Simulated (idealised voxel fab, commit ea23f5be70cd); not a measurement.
Name of the process module below: voxel double patterning
The figure presents cross-section cut, which has a width of 160 nm and is divided into square cells with an edge length of 5 nm.
Cross-section format: a grid of square cells, given as bands from top to bottom; each band is one or more rows of cells. It is stipulated that each band's entry specify, in nanometres, the height of the top of the band and then that of its bottom, followed by the materials of the band in left-to-right sequence, each together with its width in nanometres. A single material marked by the word "all across" is understood to fill the band from edge to edge; the word "blank" is understood to denote empty space. Counting heights begins at 0, where everything beneath is, in the wafer as received, one material. The lowest band has no bottom; it goes on downwards, as "from 0 down" shows. Width: "30..40" (first number = top row, second number = bottom row, same change from row to row of cells). No cell of the cross-section changed in a step that is given as "nothing altered". So "Listed closed voids" is basically the list of trapped voids: any empty space of 8 cells or more that can't reach the top through an opening. They're written width x height at distance, the distance being from the left edge, and it's all nm. Text after the settings on a step's line: the simulator's own remark on that step. "overlay nm", when on a step's line for a step with a mask, measures how far to the right of its planned place the mask lay; a negative measure means to the left.

-- Here's what the planned process steps look like
1: RECEIVE, material Si
2: CONFORMAL_DEP, material SiO2, thk nm 10
3: DIRECTIONAL_DEP, material W, thk nm 10
4: DIRECTIONAL_DEP, material SiCN, thk nm 5
5: DIRECTIONAL_DEP, material aC, thk nm 15
6: PATTERN, tone open, mask id FIRST, material resist, width nm 15, pitch nm 50, thk nm 30, overlay nm 0
7: DIRECTIONAL_ETCH, etch materials aC, depth nm 15
8: STRIP, etch materials resist
9: DIRECTIONAL_ETCH, etch materials SiCN, depth nm 5
10: STRIP, etch materials aC
11: DIRECTIONAL_DEP, material aC, thk nm 10
12: PATTERN, tone open, mask id SECOND, material resist, width nm 15, pitch nm 50, thk nm 30, overlay nm 0
13: DIRECTIONAL_ETCH, etch materials aC, depth nm 10
14: STRIP, etch materials resist
15: DIRECTIONAL_ETCH, etch materials SiCN, depth nm 5
16: STRIP, etch materials aC
17: DIRECTIONAL_ETCH, etch materials W, depth nm 10
18: STRIP, etch materials SiCN

-- Cross-section: wafer on arrival = after step 1
from 0 down: Si all across
Listed closed voids: none

-- Here's the wafer cut in cross-section after the module, started and planned just like above, except one thing was done wrong in the run
from 20 to 15: 20 nm W, then 15 nm blank, then 10 nm W, then 15 nm blank, then 10 nm W, then 15 nm blank, then 10 nm W, then 15 nm blank, then 10 nm W, then 15 nm blank, then 25 nm W
from 15 to 10: W all across
from 10 to 0: SiO2 all across
from 0 down: Si all across
Listed closed voids: none
Finding, execution versus plan: not per plan at step 17, really ran DIRECTIONAL_ETCH, etch materials W, depth nm 5
